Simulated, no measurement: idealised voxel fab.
You're looking at the process module voxel self aligned vias.
In the cross-section labelled cut, the width is 230 nm and each square cell is 5 nm.
Notation: cross-section as square-cell grid; stated in bands, top first, going down; one or more cell rows per band.
Each band's line starts with the height of the band's top and of its bottom, in nm. Then come its materials from left to right, each with its width in nm. One material with "edge to edge" fills the band from edge to edge. "blank" is empty space.
Height reference: 0 = level under which incoming wafer is all one material. Lowest band: no bottom, runs on downward, e.g. "0 -> down".
The expression "30..40" gives the width at the extremes of the band, the first number at its top row of cells and the second at its bottom row, with the width changing by equal amounts from each row to the next in between.
"remained the same" for a step: no cell of the cross-section changed in that step.
Empty spaces without an open route to the top, at least 8 cells in extent, make up the entry "Fully sealed cavities"; each is given as width x height at distance, where the distance is measured from the left edge, and all are in nm.
Heads up: the bit after the settings on a step's line is the simulator's remark on that step.
overlay nm: for a step with a mask, the amount by which the mask lay right of where it was planned; a negative amount means left of it.
LIST OF PLANNED PROCESS STEPS
| 1 | RECEIVE [material Si] |
| 2 | CONFORMAL_DEP [material SiO2] [thk nm 10] |
| 3 | CONFORMAL_DEP [material SiCN] [thk nm 5] |
| 4 | DIRECTIONAL_DEP [material SiO2] [thk nm 25] |
| 5 | PATTERN [tone open] [mask id LINES] [material resist] [width nm 15] [pitch nm 55] [thk nm 20] [overlay nm 0] |
| 6 | DIRECTIONAL_ETCH [etch materials SiO2] [depth nm 25] |
| 7 | STRIP [etch materials resist] |
| 8 | CONFORMAL_DEP [material TiN] [thk nm 5] |
| 9 | FILL_DEP [material W] [thk nm 5] |
| 10 | CMP [height nm 40] |
| 11 | SELECTIVE_ETCH [etch materials W Ru TiN] [depth nm 10] |
| 12 | FILL_DEP [material SiN] [thk nm 10] |
| 13 | CMP [height nm 40] |
| 14 | DIRECTIONAL_DEP [material SiO2] [thk nm 20] |
| 15 | DIRECTIONAL_DEP [material aC] [thk nm 15] |
| 16 | PATTERN [tone open] [mask id VIAS] [material resist] [width nm 40] [pitch nm 55] [thk nm 30] [overlay nm 0] |
| 17 | DIRECTIONAL_ETCH [etch materials aC] [depth nm 15] |
| 18 | STRIP [etch materials resist] |
| 19 | DIRECTIONAL_ETCH [etch materials SiO2] [depth nm 20] |
| 20 | DIRECTIONAL_ETCH [etch materials SiN] [depth nm 10] |
| 21 | STRIP [etch materials aC] |
| 22 | CONFORMAL_DEP [material TiN] [thk nm 5] |
| 23 | FILL_DEP [material Ru] [thk nm 5] |
| 24 | CMP [height nm 60] |
| 25 | CONFORMAL_DEP [material SiCN] [thk nm 5] |
Quick note for whoever runs this: the wafers start identical, but the width nm at step 5 isn't the same across them. The plan just shows what the first wafer had.
SO THIS IS THE FIRST OF SEVERAL WAFERS, CROSS-SECTIONED AS IT CAME TO US, MEANING IT'S AT THE END OF STEP 1
0 -> down  Si edge to edge
Fully sealed cavities: none
FIRST OF SEVERAL WAFERS, SECTIONED AT END OF MODULE (LAST STEP: STEP 25)
65 -> 60  SiCN edge to edge
60 -> 45  SiO2=65; TiN=5; Ru=30; TiN=5; SiO2=15; TiN=5; Ru=30; TiN=5; SiO2=70
45 -> 35  SiO2=65..80; TiN=20..5; Ru=5; TiN=15..5; SiO2=15..40; TiN=20..5; Ru=5; TiN=15..5; SiO2=70..80
35 -> 30  SiO2=80; TiN=15; SiO2=40; TiN=15; SiO2=80
30 -> 20  SiO2=80; TiN=5; W=5; TiN=5; SiO2=40; TiN=5; W=5; TiN=5; SiO2=80
20 -> 15  SiO2=80; TiN=15; SiO2=40; TiN=15; SiO2=80
15 -> 10  SiCN edge to edge
10 -> 0  SiO2 edge to edge
0 -> down  Si edge to edge
Fully sealed cavities: none
LAST WAFER OF THE SET, CROSS-SECTIONED AT END OF MODULE
65 -> 60  SiCN edge to edge
60 -> 45  SiO2=65; TiN=5; Ru=30; TiN=5; SiO2=15; TiN=5; Ru=30; TiN=5; SiO2=70
45 -> 35  SiO2=65..70; TiN=10..5; Ru=25; TiN=5; SiO2=15..20; TiN=10..5; Ru=25; TiN=5; SiO2=70
35 -> 30  SiO2=70; TiN=35; SiO2=20; TiN=35; SiO2=70
30 -> 20  SiO2=70; TiN=5; W=25; TiN=5; SiO2=20; TiN=5; W=25; TiN=5; SiO2=70
20 -> 15  SiO2=70; TiN=35; SiO2=20; TiN=35; SiO2=70
15 -> 10  SiCN edge to edge
10 -> 0  SiO2 edge to edge
0 -> down  Si edge to edge
Fully sealed cavities: none
QUICK KEY FOR THE TABLE: A ROW PER WAFER, TAKEN AT THE END OF THE MODULE. FOR EACH MATERIAL IT TELLS YOU HOW MANY CELLS THE WAFER GAINED (+) OR LOST (-) SINCE IT CAME IN, AND THE CLOSED VOIDS COME AFTER
width nm 15, +40 Ru, +92 SiCN, +412 SiO2, +50 TiN, +4 W, Fully sealed cavities: none
width nm 20, +44 Ru, +92 SiCN, +402 SiO2, +52 TiN, +8 W, Fully sealed cavities: none
width nm 25, +48 Ru, +92 SiCN, +392 SiO2, +54 TiN, +12 W, Fully sealed cavities: none
width nm 30, +52 Ru, +92 SiCN, +382 SiO2, +56 TiN, +16 W, Fully sealed cavities: none
width nm 35, +56 Ru, +92 SiCN, +372 SiO2, +58 TiN, +20 W, Fully sealed cavities: none
